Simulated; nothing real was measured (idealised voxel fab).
Herein follows the process module entitled voxel air gaps.
Cross-section cut: width 185 nm, square cells of 5 nm.
In this document a cross-section is written as a grid of square cells. It is given as a series of bands, listed from the top down, and a band is one or more rows of cells. First you get the band's top height and its bottom height, in nm, and then the materials it's made of, left to right, with each width in nm. If you see a single material with "throughout", that one covers the band edge to edge. "empty" is empty space. Height 0 is the level under which the wafer as received is all one material. The lowest band goes on downwards, as in "0..down". Width: "30 to 40" (first number = top row, second number = bottom row, same change from row to row of cells). Any step labelled "no alterations made" changed none of the cells in the cross-section. Entry "Unvented cavities". Content: empty spaces with no open connection to the top, size 8 cells or greater. Each: width x height at distance. Distance: from left edge. Unit: nm. Anything after a step's settings on that line? It's the simulator's own note about the step. overlay nm: mask offset rightward from planned place, masked step; negative means leftward offset.
The process steps that were planned are listed below:
1. op RECEIVE | material Si
2. op CONFORMAL_DEP | material SiO2 | thk nm 10
3. op CONFORMAL_DEP | material SiN | thk nm 5
4. op DIRECTIONAL_DEP | material lowk | thk nm 40
5. op PATTERN | tone open | mask id LINES | material resist | width nm 15 | pitch nm 40 | thk nm 15 | overlay nm 0
6. op DIRECTIONAL_ETCH | etch materials lowk | depth nm 40
7. op STRIP | etch materials resist
8. op CONFORMAL_DEP | material TiN | thk nm 5
9. op FILL_DEP | material Ru | thk nm 10
10. op CMP | height nm 55
11. op EPI | material Ru | thk nm 10
12. op SELECTIVE_ETCH | etch materials lowk | depth nm 50
13. op CONFORMAL_DEP | material SiCN | thk nm 5
Wafer at receipt (post step 1), cross-section:
  0..down  Si throughout
  Unvented cavities: none
Cross-sectional view of the first of the two wafers upon completion of the module, processed in accordance with the plan:
  70..65  30 empty, then 125 SiCN, then 30 empty
  65..55  30 empty, then 5 SiCN, then 35 Ru, then 5 SiCN, then 35 Ru, then 5 SiCN, then 35 Ru, then 5 SiCN, then 30 empty
  55..50  30 empty, then 15 SiCN, then 5 TiN, then 5 Ru, then 5 TiN, then 25 SiCN, then 5 TiN, then 5 Ru, then 5 TiN, then 25 SiCN, then 5 TiN, then 5 Ru, then 5 TiN, then 15 SiCN, then 30 empty
  50..20  40 empty, then 5 SiCN, then 5 TiN, then 5 Ru, then 5 TiN, then 5 SiCN, then 15 empty, then 5 SiCN, then 5 TiN, then 5 Ru, then 5 TiN, then 5 SiCN, then 15 empty, then 5 SiCN, then 5 TiN, then 5 Ru, then 5 TiN, then 5 SiCN, then 40 empty
  20..15  45 SiCN, then 15 TiN, then 25 SiCN, then 15 TiN, then 25 SiCN, then 15 TiN, then 45 SiCN
  15..10  SiN throughout
  10..0  SiO2 throughout
  0..down  Si throughout
  Unvented cavities: 15 x 30 at 65; 15 x 30 at 105
Here is the second of the two wafers cut open at the end of the module - same start, same plan as the first one, but we made one mistake running it:
  85..80  SiCN throughout
  80..60  Ru throughout
  60..55  50 TiN, then 5 Ru, then 35 TiN, then 5 Ru, then 35 TiN, then 5 Ru, then 50 TiN
  55..20  45 lowk, then 5 TiN, then 5 Ru, then 5 TiN, then 25 lowk, then 5 TiN, then 5 Ru, then 5 TiN, then 25 lowk, then 5 TiN, then 5 Ru, then 5 TiN, then 45 lowk
  20..15  45 lowk, then 15 TiN, then 25 lowk, then 15 TiN, then 25 lowk, then 15 TiN, then 45 lowk
  15..10  SiN throughout
  10..0  SiO2 throughout
  0..down  Si throughout
  Unvented cavities: none
It is concluded that the wafer was processed incorrectly with respect to the plan, in that step 10 of the plan got skipped, so it never ran
Once processing is complete, comparing cell counts shows that the second wafer has more or fewer of certain materials than the first: 109 more of Ru, 76 fewer of SiCN, 34 more of TiN, 224 more of lowk
Long story short, the first wafer ends with 2 closed voids and the second one with 0.
